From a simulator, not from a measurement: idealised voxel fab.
Process module under the name voxel air gaps
The figure presents cross-section cut, which has a width of 235 nm and is divided into square cells with an edge length of 5 nm.
For the purposes of this document, a cross-section shall be understood as a grid of square cells, specified as bands listed in top-to-bottom order, each band consisting of one or more rows of cells. Band: top and bottom heights (nm) first, top before bottom; then materials from left to right, widths in nm. "everywhere" marks a sole material filling the band edge to edge. "empty" denotes empty space. Height reference: 0 = level under which incoming wafer is all one material. Lowest band: no bottom, runs on downward, e.g. "0 down". You'd read "30..40" like this: the band's top row of cells is as wide as the first number, its bottom row is as wide as the second, and going down, every row changes width by the same amount as the row before did. Basically "no modification" means that step didn't change any cell in the cross-section. Heads up: "Trapped cavities" only lists the empty pockets with no open path to the top that are 8 cells or more, and it writes them as width x height at distance, distance from the left edge, in nm. Anything after a step's settings on that line? It's the simulator's own note about the step. When a step includes a mask, the "overlay nm" setting on its line states how far to the right of its planned place that mask lay, and negative values state how far to the left.

### Listed below are the process steps as planned
1. RECEIVE,material Si
2. CONFORMAL_DEP,material SiO2,thk nm 10
3. CONFORMAL_DEP,material SiN,thk nm 5
4. DIRECTIONAL_DEP,material SiO2,thk nm 35
5. MASKED_ETCH,tone open,mask id LINES,width nm 15,pitch nm 40,etch materials SiO2,depth nm 35,overlay nm 0
6. CONFORMAL_DEP,material TiN,thk nm 5
7. FILL_DEP,material Ru,thk nm 5
8. CMP,height nm 50
9. EPI,material Ru,thk nm 10
10. SELECTIVE_ETCH,etch materials SiO2,depth nm 45
11. CONFORMAL_DEP,material SiCN,thk nm 5

### This is the cross-section of the wafer as we received it, i.e. after step 1
0 down | Si everywhere
Trapped cavities: none

### The first of two wafers, cross-sectioned at the end of the module, with the run proceeding as planned
65 to 60 | empty 35 nm / SiCN 165 nm / empty 35 nm
60 to 50 | empty 35 nm / SiCN 5 nm / Ru 35 nm / SiCN 5 nm / Ru 35 nm / SiCN 5 nm / Ru 35 nm / SiCN 5 nm / Ru 35 nm / SiCN 5 nm / empty 35 nm
50 to 45 | empty 35 nm / SiCN 15 nm / TiN 5 nm / Ru 5 nm / TiN 5 nm / SiCN 25 nm / TiN 5 nm / Ru 5 nm / TiN 5 nm / SiCN 25 nm / TiN 5 nm / Ru 5 nm / TiN 5 nm / SiCN 25 nm / TiN 5 nm / Ru 5 nm / TiN 5 nm / SiCN 15 nm / empty 35 nm
45 to 20 | empty 45 nm / SiCN 5 nm / TiN 5 nm / Ru 5 nm / TiN 5 nm / SiCN 5 nm / empty 15 nm / SiCN 5 nm / TiN 5 nm / Ru 5 nm / TiN 5 nm / SiCN 5 nm / empty 15 nm / SiCN 5 nm / TiN 5 nm / Ru 5 nm / TiN 5 nm / SiCN 5 nm / empty 15 nm / SiCN 5 nm / TiN 5 nm / Ru 5 nm / TiN 5 nm / SiCN 5 nm / empty 45 nm
20 to 15 | SiCN 50 nm / TiN 15 nm / SiCN 25 nm / TiN 15 nm / SiCN 25 nm / TiN 15 nm / SiCN 25 nm / TiN 15 nm / SiCN 50 nm
15 to 10 | SiN everywhere
10 to 0 | SiO2 everywhere
0 down | Si everywhere
Trapped cavities: 15 x 25 at 70; 15 x 25 at 110; 15 x 25 at 150

### Second wafer through the module, sectioned at the end: same beginning and same plan as the first wafer, with one mistake in carrying it out
65 to 60 | empty 40 nm / SiCN 35 nm / empty 5 nm / SiCN 35 nm / empty 5 nm / SiCN 35 nm / empty 5 nm / SiCN 35 nm / empty 40 nm
60 to 50 | empty 40 nm / SiCN 5 nm / Ru 25 nm / SiCN 5 nm / empty 5 nm / SiCN 5 nm / Ru 25 nm / SiCN 5 nm / empty 5 nm / SiCN 5 nm / Ru 25 nm / SiCN 5 nm / empty 5 nm / SiCN 5 nm / Ru 25 nm / SiCN 5 nm / empty 40 nm
50 to 45 | empty 40 nm / SiCN 15 nm / Ru 5 nm / SiCN 15 nm / empty 5 nm / SiCN 15 nm / Ru 5 nm / SiCN 15 nm / empty 5 nm / SiCN 15 nm / Ru 5 nm / SiCN 15 nm / empty 5 nm / SiCN 15 nm / Ru 5 nm / SiCN 15 nm / empty 40 nm
45 to 20 | empty 45 nm / SiCN 10 nm / Ru 5 nm / SiCN 10 nm / empty 15 nm / SiCN 10 nm / Ru 5 nm / SiCN 10 nm / empty 15 nm / SiCN 10 nm / Ru 5 nm / SiCN 10 nm / empty 15 nm / SiCN 10 nm / Ru 5 nm / SiCN 10 nm / empty 45 nm
20 to 15 | SiCN everywhere
15 to 10 | SiN everywhere
10 to 0 | SiO2 everywhere
0 down | Si everywhere
Trapped cavities: none
Deviation noted in wafer processing: for step 6, the planned setting was not used; the step was instead run as CONFORMAL_DEP,material SiCN,thk nm 5
At the finish, the second wafer shows more or fewer cells for some materials than the first does: 16 fewer of Ru | 56 more of SiCN | 60 fewer of TiN
The closed voids present at the end amount to 3 for the first wafer and 0 for the second wafer.
